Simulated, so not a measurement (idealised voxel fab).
Proc. module: voxel wiring stack
Square cells of 5 nm make up the cross-section cut, whose width is 205 nm.
Notation: cross-section as square-cell grid; stated in bands, top first, going down; one or more cell rows per band. Per band: top height and bottom height in nm, followed by the left-to-right materials and their widths in nm; "full width" marks a single material spanning edge to edge, "empty" marks empty space. Heights from 0 (as-received wafer is one material below). Bottom band endless downward, as "z 0 and below". A width such as "30->40" changes by the same amount from each row of cells to the next, from the band's top row to its bottom row. "remains unaltered" for a step: no cell of the cross-section changed in that step. This entry, "Completely enclosed voids", enumerates those empty regions of no fewer than 8 cells that possess no open connection to the top. Each region is reported in the form width x height at distance, the distance being taken from the left edge, with all three quantities expressed in nm. On a step's line, text after the settings is the simulator commenting on that step. overlay nm: on a step with a mask, how far right of its planned place the mask lay; negative means left.
-- The steps planned for the process are as follows
| 1 | RECEIVE [material Si] |
| 2 | CONFORMAL_DEP [material SiO2] [thk nm 10] |
| 3 | DIRECTIONAL_DEP [material TiN] [thk nm 5] |
| 4 | DIRECTIONAL_DEP [material W] [thk nm 20] |
| 5 | PATTERN [tone cover] [mask id METAL_1] [material resist] [width nm 30] [pitch nm 50] [thk nm 20] [overlay nm 0] |
| 6 | DIRECTIONAL_ETCH [etch materials W] [depth nm 20] |
| 7 | DIRECTIONAL_ETCH [etch materials TiN] [depth nm 5] |
| 8 | STRIP [etch materials resist] |
| 9 | FILL_DEP [material SiO2] [thk nm 10] |
| 10 | CMP [height nm 35] |
| 11 | CONFORMAL_DEP [material SiCN] [thk nm 5] |
| 12 | DIRECTIONAL_DEP [material lowk] [thk nm 30] |
| 13 | PATTERN [tone open] [mask id METAL_2_HOLES] [material resist] [width nm 15] [pitch nm 50] [thk nm 20] [overlay nm 0] |
| 14 | DIRECTIONAL_ETCH [etch materials lowk] [depth nm 30] |
| 15 | STRIP [etch materials resist] |
| 16 | PATTERN [tone open] [mask id METAL_2] [material resist] [width nm 30] [pitch nm 50] [thk nm 15] [overlay nm 0] |
| 17 | DIRECTIONAL_ETCH [etch materials lowk] [depth nm 15] |
| 18 | DIRECTIONAL_ETCH [etch materials SiCN] [depth nm 5] |
| 19 | STRIP [etch materials resist] |
| 20 | CONFORMAL_DEP [material TiN] [thk nm 5] |
| 21 | FILL_DEP [material Ru] [thk nm 5] |
| 22 | CMP [height nm 70] |
| 23 | CONFORMAL_DEP [material SiCN] [thk nm 5] |
| 24 | DIRECTIONAL_DEP [material SiO2] [thk nm 25] |
| 25 | PATTERN [tone open] [mask id METAL_3_HOLES] [material resist] [width nm 15] [pitch nm 50] [thk nm 20] [overlay nm 0] |
| 26 | DIRECTIONAL_ETCH [etch materials SiO2] [depth nm 25] |
| 27 | STRIP [etch materials resist] |
| 28 | DIRECTIONAL_DEP [material aC] [thk nm 15] |
| 29 | PATTERN [tone open] [mask id METAL_3] [material resist] [width nm 20] [pitch nm 50] [thk nm 35] [overlay nm 0] |
| 30 | DIRECTIONAL_ETCH [etch materials aC] [depth nm 15] |
| 31 | STRIP [etch materials resist] |
| 32 | DIRECTIONAL_ETCH [etch materials SiO2] [depth nm 15] |
| 33 | DIRECTIONAL_ETCH [etch materials SiCN] [depth nm 5] |
| 34 | STRIP [etch materials aC] |
| 35 | CONFORMAL_DEP [material TiN] [thk nm 5] |
| 36 | FILL_DEP [material Cu] [thk nm 10] |
| 37 | CMP [height nm 100] |
| 38 | CONFORMAL_DEP [material SiCN] [thk nm 5] |
| 39 | DIRECTIONAL_DEP [material lowk] [thk nm 35] |
| 40 | DIRECTIONAL_DEP [material aC] [thk nm 15] |
| 41 | PATTERN [tone open] [mask id METAL_4] [material resist] [width nm 30] [pitch nm 50] [thk nm 30] [overlay nm 0] |
| 42 | DIRECTIONAL_ETCH [etch materials aC] [depth nm 15] |
| 43 | STRIP [etch materials resist] |
| 44 | DIRECTIONAL_ETCH [etch materials lowk] [depth nm 20] |
| 45 | STRIP [etch materials aC] |
| 46 | PATTERN [tone open] [mask id METAL_4_HOLES] [material resist] [width nm 15] [pitch nm 50] [thk nm 20] [overlay nm 0] |
| 47 | DIRECTIONAL_ETCH [etch materials lowk] [depth nm 15] |
| 48 | DIRECTIONAL_ETCH [etch materials SiCN] [depth nm 5] |
| 49 | STRIP [etch materials resist] |
| 50 | CONFORMAL_DEP [material TiN] [thk nm 5] |
| 51 | FILL_DEP [material Ru] [thk nm 5] |
| 52 | CMP [height nm 140] |
| 53 | CONFORMAL_DEP [material SiCN] [thk nm 5] |
Across this set of wafers, the varied parameter is the width nm of step 29. Starting conditions are identical for every wafer, and the plan reports the value assigned to the first wafer.
-- The first of several wafers in cross-section, exactly as it reached us after step 1
* z 0 and below  Si full width
* Completely enclosed voids: none
-- End of the module, past its last step, step 53: how the first of several wafers looks in cross-section
* z 145 to 140  SiCN full width
* z 140 to 125  lowk=60  TiN=5  Ru=20  TiN=5  lowk=20  TiN=5  Ru=20  TiN=5  lowk=65
* z 125 to 120  lowk=60  TiN=5  Ru=5  TiN=20  lowk=20  TiN=5  Ru=5  TiN=20  lowk=65
* z 120 to 105  lowk=60  TiN=5  Ru=5  TiN=5  lowk=35  TiN=5  Ru=5  TiN=5  lowk=80
* z 105 to 100  SiCN=60  TiN=15  SiCN=35  TiN=15  SiCN=80
* z 100 to 90  SiO2=60  TiN=5  Cu=15  TiN=5  SiO2=25  TiN=5  Cu=15  TiN=5  SiO2=70
* z 90 to 80  SiO2=60  TiN=5  Cu=5  TiN=15->5  SiO2=25->35  TiN=5  Cu=5  TiN=15->5  SiO2=70->80
* z 80 to 75  SiO2=60  TiN=15  SiO2=35  TiN=15  SiO2=80
* z 75 to 70  SiCN=65  TiN=10  SiCN=40  TiN=10  SiCN=80
* z 70 to 60  lowk=60  TiN=5  Ru=20  TiN=5  lowk=20  TiN=5  Ru=20  TiN=5  lowk=65
* z 60 to 55  lowk=60  TiN=5  Ru=5  TiN=20  lowk=20  TiN=5  Ru=5  TiN=20  lowk=65
* z 55 to 40  lowk=60  TiN=5  Ru=5  TiN=5  lowk=35  TiN=5  Ru=5  TiN=5  lowk=80
* z 40 to 35  SiCN=60  TiN=15  SiCN=35  TiN=15  SiCN=80
* z 35 to 15  SiO2=60  W=30  SiO2=20  W=30  SiO2=65
* z 15 to 10  SiO2=60  TiN=30  SiO2=20  TiN=30  SiO2=65
* z 10 to 0  SiO2 full width
* z 0 and below  Si full width
* Completely enclosed voids: none
-- Cross-section of the final wafer among several, taken at the end of the module
* z 145 to 140  SiCN full width
* z 140 to 125  lowk=60  TiN=5  Ru=20  TiN=5  lowk=20  TiN=5  Ru=20  TiN=5  lowk=65
* z 125 to 120  lowk=60  TiN=5  Ru=5  TiN=20  lowk=20  TiN=5  Ru=5  TiN=20  lowk=65
* z 120 to 105  lowk=60  TiN=5  Ru=5  TiN=5  lowk=35  TiN=5  Ru=5  TiN=5  lowk=80
* z 105 to 100  SiCN=60  TiN=15  SiCN=35  TiN=15  SiCN=80
* z 100 to 90  SiO2=60  TiN=5  Cu=25  TiN=5  SiO2=15  TiN=5  Cu=25  TiN=5  SiO2=60
* z 90 to 85  SiO2=60  TiN=5  Cu=5  TiN=25  SiO2=15  TiN=5  Cu=5  TiN=25  SiO2=60
* z 85 to 75  SiO2=60  TiN=5  Cu=5  TiN=5  SiO2=35  TiN=5  Cu=5  TiN=5  SiO2=80
* z 75 to 70  SiCN=60  TiN=15  SiCN=35  TiN=15  SiCN=80
* z 70 to 60  lowk=60  TiN=5  Ru=20  TiN=5  lowk=20  TiN=5  Ru=20  TiN=5  lowk=65
* z 60 to 55  lowk=60  TiN=5  Ru=5  TiN=20  lowk=20  TiN=5  Ru=5  TiN=20  lowk=65
* z 55 to 40  lowk=60  TiN=5  Ru=5  TiN=5  lowk=35  TiN=5  Ru=5  TiN=5  lowk=80
* z 40 to 35  SiCN=60  TiN=15  SiCN=35  TiN=15  SiCN=80
* z 35 to 15  SiO2=60  W=30  SiO2=20  W=30  SiO2=65
* z 15 to 10  SiO2=60  TiN=30  SiO2=20  TiN=30  SiO2=65
* z 10 to 0  SiO2 full width
* z 0 and below  Si full width
* Completely enclosed voids: none
-- Tabulated below, wafer by wafer, are the end-of-module results: for each material, the number of cells gained (+) or lost (-) relative to the as-received state, followed by the closed voids
width nm 20 | +16 Cu | +56 Ru | +148 SiCN | +390 SiO2 | +118 TiN | +48 W | +413 lowk | Completely enclosed voids: none
width nm 25 | +20 Cu | +56 Ru | +148 SiCN | +384 SiO2 | +120 TiN | +48 W | +413 lowk | Completely enclosed voids: none
width nm 30 | +22 Cu | +56 Ru | +146 SiCN | +384 SiO2 | +120 TiN | +48 W | +413 lowk | Completely enclosed voids: none
width nm 35 | +26 Cu | +56 Ru | +146 SiCN | +378 SiO2 | +122 TiN | +48 W | +413 lowk | Completely enclosed voids: none
